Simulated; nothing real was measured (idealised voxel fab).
process module | voxel self aligned vias
cross-section cut | 295 nm wide | cells 5 nm
A cross-section is a grid of square cells, given in bands from the top down. A band is one or more rows of cells.
Each band's line starts with the height of the band's top and of its bottom, in nm. Then come its materials from left to right, each with its width in nm. One material with "throughout" fills the band from edge to edge. "air" is empty space.
Height 0 is the level under which the wafer as received is all one material. The lowest band goes on downwards, as in "0 down".
A width such as "30 to 40" changes by the same amount from each row of cells to the next, from the band's top row to its bottom row.
"no change" after a step means that no cell of the cross-section changed.
closed voids: empty space of 8 cells or more with no open way to the top, each as width x height at its distance from the left edge, in nm
after a step's settings: what the simulator itself notes on the step
overlay nm, on a step with a mask: how far to the right of its planned place the mask lay; to the left if negative
plan
1 op RECEIVE | material Si
2 op CONFORMAL_DEP | material SiO2 | thk nm 15
3 op CONFORMAL_DEP | material SiCN | thk nm 5
4 op DIRECTIONAL_DEP | material SiO2 | thk nm 30
5 op DIRECTIONAL_DEP | material aC | thk nm 15
6 op PATTERN | tone open | mask id LINES | material resist | width nm 20 | pitch nm 70 | thk nm 35 | overlay nm 0
7 op DIRECTIONAL_ETCH | etch materials aC | depth nm 15
8 op STRIP | etch materials resist
9 op DIRECTIONAL_ETCH | etch materials SiO2 | depth nm 30
10 op STRIP | etch materials aC
11 op CONFORMAL_DEP | material TiN | thk nm 5
12 op FILL_DEP | material W | thk nm 10
13 op CMP | height nm 50
14 op SELECTIVE_ETCH | etch materials W Ru TiN | depth nm 10
15 op FILL_DEP | material SiN | thk nm 5
16 op CMP | height nm 50
17 op DIRECTIONAL_DEP | material SiO2 | thk nm 20
18 op MASKED_ETCH | tone open | mask id VIAS | width nm 40 | pitch nm 140 | etch materials SiO2 | depth nm 20 | overlay nm 0
19 op MASKED_ETCH | tone open | mask id VIAS | width nm 40 | pitch nm 140 | etch materials SiN | depth nm 10 | overlay nm 0
20 op CONFORMAL_DEP | material TiN | thk nm 5
21 op FILL_DEP | material Ru | thk nm 10
22 op CMP | height nm 70
23 op CONFORMAL_DEP | material SiN | thk nm 5
first wafer, as planned
as received, after step 1
  0 down: Si throughout
  closed voids: none
after step 2
  15 to 0: SiO2 throughout
  below 0: unchanged
after step 3
  20 to 15: SiCN throughout
  below 15: unchanged
after step 4
  50 to 20: SiO2 throughout
  below 20: unchanged
after step 5
  65 to 50: aC throughout
  below 50: unchanged
after step 6
  100 to 65: resist 65 | air 20 | resist 50 | air 20 | resist 50 | air 20 | resist 70
  below 65: unchanged
after step 7
  85 to 65: resist 65 | air 20 | resist 50 | air 20 | resist 50 | air 20 | resist 70
  65 to 50: aC 65 | air 20 | aC 50 | air 20 | aC 50 | air 20 | aC 70
  below 50: unchanged
after step 8
  65 to 50: aC 65 | air 20 | aC 50 | air 20 | aC 50 | air 20 | aC 70
  below 50: unchanged
after step 9
  65 to 50: aC 65 | air 20 | aC 50 | air 20 | aC 50 | air 20 | aC 70
  50 to 20: SiO2 65 | air 20 | SiO2 50 | air 20 | SiO2 50 | air 20 | SiO2 70
  below 20: unchanged
after step 10
  50 to 20: SiO2 65 | air 20 | SiO2 50 | air 20 | SiO2 50 | air 20 | SiO2 70
  below 20: unchanged
after step 11
  55 to 50: TiN 70 | air 10 | TiN 60 | air 10 | TiN 60 | air 10 | TiN 75
  50 to 25: SiO2 65 | TiN 5 | air 10 | TiN 5 | SiO2 50 | TiN 5 | air 10 | TiN 5 | SiO2 50 | TiN 5 | air 10 | TiN 5 | SiO2 70
  25 to 20: SiO2 65 | TiN 20 | SiO2 50 | TiN 20 | SiO2 50 | TiN 20 | SiO2 70
  below 20: unchanged
after step 12
  65 to 55: W throughout
  55 to 50: TiN 70 | W 10 | TiN 60 | W 10 | TiN 60 | W 10 | TiN 75
  50 to 25: SiO2 65 | TiN 5 | W 10 | TiN 5 | SiO2 50 | TiN 5 | W 10 | TiN 5 | SiO2 50 | TiN 5 | W 10 | TiN 5 | SiO2 70
  below 25: unchanged
after step 13
  50 to 25: SiO2 65 | TiN 5 | W 10 | TiN 5 | SiO2 50 | TiN 5 | W 10 | TiN 5 | SiO2 50 | TiN 5 | W 10 | TiN 5 | SiO2 70
  below 25: unchanged
after step 14
  50 to 40: SiO2 65 | air 20 | SiO2 50 | air 20 | SiO2 50 | air 20 | SiO2 70
  below 40: unchanged
after step 15
  55 to 50: SiN throughout
  50 to 40: SiO2 65 | SiN 20 | SiO2 50 | SiN 20 | SiO2 50 | SiN 20 | SiO2 70
  below 40: unchanged
after step 16
  50 to 40: SiO2 65 | SiN 20 | SiO2 50 | SiN 20 | SiO2 50 | SiN 20 | SiO2 70
  below 40: unchanged
after step 17
  70 to 50: SiO2 throughout
  below 50: unchanged
after step 18
  70 to 50: SiO2 55 | air 40 | SiO2 100 | air 40 | SiO2 60
  below 50: unchanged
after step 19
  70 to 50: SiO2 55 | air 40 | SiO2 100 | air 40 | SiO2 60
  50 to 40: SiO2 65 | air 20 | SiO2 50 | SiN 20 | SiO2 50 | air 20 | SiO2 70
  below 40: unchanged
after step 20
  75 to 70: TiN 60 | air 30 | TiN 110 | air 30 | TiN 65
  70 to 55: SiO2 55 | TiN 5 | air 30 | TiN 5 | SiO2 100 | TiN 5 | air 30 | TiN 5 | SiO2 60
  55 to 50: SiO2 55 | TiN 15 | air 10 | TiN 15 | SiO2 100 | TiN 15 | air 10 | TiN 15 | SiO2 60
  50 to 45: SiO2 65 | TiN 5 | air 10 | TiN 5 | SiO2 50 | SiN 20 | SiO2 50 | TiN 5 | air 10 | TiN 5 | SiO2 70
  45 to 40: SiO2 65 | TiN 20 | SiO2 50 | SiN 20 | SiO2 50 | TiN 20 | SiO2 70
  below 40: unchanged
after step 21
  85 to 75: Ru throughout
  75 to 70: TiN 60 | Ru 30 | TiN 110 | Ru 30 | TiN 65
  70 to 55: SiO2 55 | TiN 5 | Ru 30 | TiN 5 | SiO2 100 | TiN 5 | Ru 30 | TiN 5 | SiO2 60
  55 to 50: SiO2 55 | TiN 15 | Ru 10 | TiN 15 | SiO2 100 | TiN 15 | Ru 10 | TiN 15 | SiO2 60
  50 to 45: SiO2 65 | TiN 5 | Ru 10 | TiN 5 | SiO2 50 | SiN 20 | SiO2 50 | TiN 5 | Ru 10 | TiN 5 | SiO2 70
  below 45: unchanged
after step 22
  70 to 55: SiO2 55 | TiN 5 | Ru 30 | TiN 5 | SiO2 100 | TiN 5 | Ru 30 | TiN 5 | SiO2 60
  below 55: unchanged
after step 23
  75 to 70: SiN throughout
  below 70: unchanged
second wafer: like start, like plan, one mistake. Through step 2 it matches the first wafer
when step 3 should have ended: no change
when step 4 should have ended
  45 to 0: SiO2 throughout
  below 0: unchanged
when step 5 should have ended
  60 to 45: aC throughout
  below 45: unchanged
when step 6 should have ended
  95 to 60: resist 65 | air 20 | resist 50 | air 20 | resist 50 | air 20 | resist 70
  below 60: unchanged
when step 7 should have ended
  80 to 60: resist 65 | air 20 | resist 50 | air 20 | resist 50 | air 20 | resist 70
  60 to 45: aC 65 | air 20 | aC 50 | air 20 | aC 50 | air 20 | aC 70
  below 45: unchanged
when step 8 should have ended
  60 to 45: aC 65 | air 20 | aC 50 | air 20 | aC 50 | air 20 | aC 70
  below 45: unchanged
when step 9 should have ended
  60 to 45: aC 65 | air 20 | aC 50 | air 20 | aC 50 | air 20 | aC 70
  45 to 15: SiO2 65 | air 20 | SiO2 50 | air 20 | SiO2 50 | air 20 | SiO2 70
  below 15: unchanged
when step 10 should have ended
  45 to 15: SiO2 65 | air 20 | SiO2 50 | air 20 | SiO2 50 | air 20 | SiO2 70
  below 15: unchanged
when step 11 should have ended
  50 to 45: TiN 70 | air 10 | TiN 60 | air 10 | TiN 60 | air 10 | TiN 75
  45 to 20: SiO2 65 | TiN 5 | air 10 | TiN 5 | SiO2 50 | TiN 5 | air 10 | TiN 5 | SiO2 50 | TiN 5 | air 10 | TiN 5 | SiO2 70
  20 to 15: SiO2 65 | TiN 20 | SiO2 50 | TiN 20 | SiO2 50 | TiN 20 | SiO2 70
  below 15: unchanged
when step 12 should have ended
  60 to 50: W throughout
  50 to 45: TiN 70 | W 10 | TiN 60 | W 10 | TiN 60 | W 10 | TiN 75
  45 to 20: SiO2 65 | TiN 5 | W 10 | TiN 5 | SiO2 50 | TiN 5 | W 10 | TiN 5 | SiO2 50 | TiN 5 | W 10 | TiN 5 | SiO2 70
  below 20: unchanged
when step 13 should have ended
  50 to 45: TiN 70 | W 10 | TiN 60 | W 10 | TiN 60 | W 10 | TiN 75
  below 45: unchanged
when step 14 should have ended
  45 to 40: SiO2 65 | air 20 | SiO2 50 | air 20 | SiO2 50 | air 20 | SiO2 70
  below 40: unchanged
when step 15 should have ended
  50 to 45: SiN throughout
  45 to 40: SiO2 65 | SiN 20 | SiO2 50 | SiN 20 | SiO2 50 | SiN 20 | SiO2 70
  below 40: unchanged
when step 16 should have ended: no change
when step 17 should have ended
  70 to 50: SiO2 throughout
  below 50: unchanged
when step 18 should have ended
  70 to 50: SiO2 55 | air 40 | SiO2 100 | air 40 | SiO2 60
  below 50: unchanged
when step 19 should have ended
  70 to 50: SiO2 55 | air 40 | SiO2 100 | air 40 | SiO2 60
  50 to 45: SiN 55 | air 40 | SiN 100 | air 40 | SiN 60
  45 to 40: SiO2 65 | air 20 | SiO2 50 | SiN 20 | SiO2 50 | air 20 | SiO2 70
  below 40: unchanged
when step 20 should have ended
  75 to 70: TiN 60 | air 30 | TiN 110 | air 30 | TiN 65
  70 to 50: SiO2 55 | TiN 5 | air 30 | TiN 5 | SiO2 100 | TiN 5 | air 30 | TiN 5 | SiO2 60
  50 to 45: SiN 55 | TiN 15 | air 10 | TiN 15 | SiN 100 | TiN 15 | air 10 | TiN 15 | SiN 60
  45 to 40: SiO2 65 | TiN 20 | SiO2 50 | SiN 20 | SiO2 50 | TiN 20 | SiO2 70
  below 40: unchanged
when step 21 should have ended
  85 to 75: Ru throughout
  75 to 70: TiN 60 | Ru 30 | TiN 110 | Ru 30 | TiN 65
  70 to 50: SiO2 55 | TiN 5 | Ru 30 | TiN 5 | SiO2 100 | TiN 5 | Ru 30 | TiN 5 | SiO2 60
  50 to 45: SiN 55 | TiN 15 | Ru 10 | TiN 15 | SiN 100 | TiN 15 | Ru 10 | TiN 15 | SiN 60
  below 45: unchanged
when step 22 should have ended
  70 to 50: SiO2 55 | TiN 5 | Ru 30 | TiN 5 | SiO2 100 | TiN 5 | Ru 30 | TiN 5 | SiO2 60
  below 50: unchanged
when step 23 should have ended
  75 to 70: SiN throughout
  below 70: unchanged
what went wrong: step 3 was left out
at the end the second wafer has, in cells: 8 more of Ru | 59 fewer of SiCN | 39 more of SiN | 6 more of TiN | 6 more of W
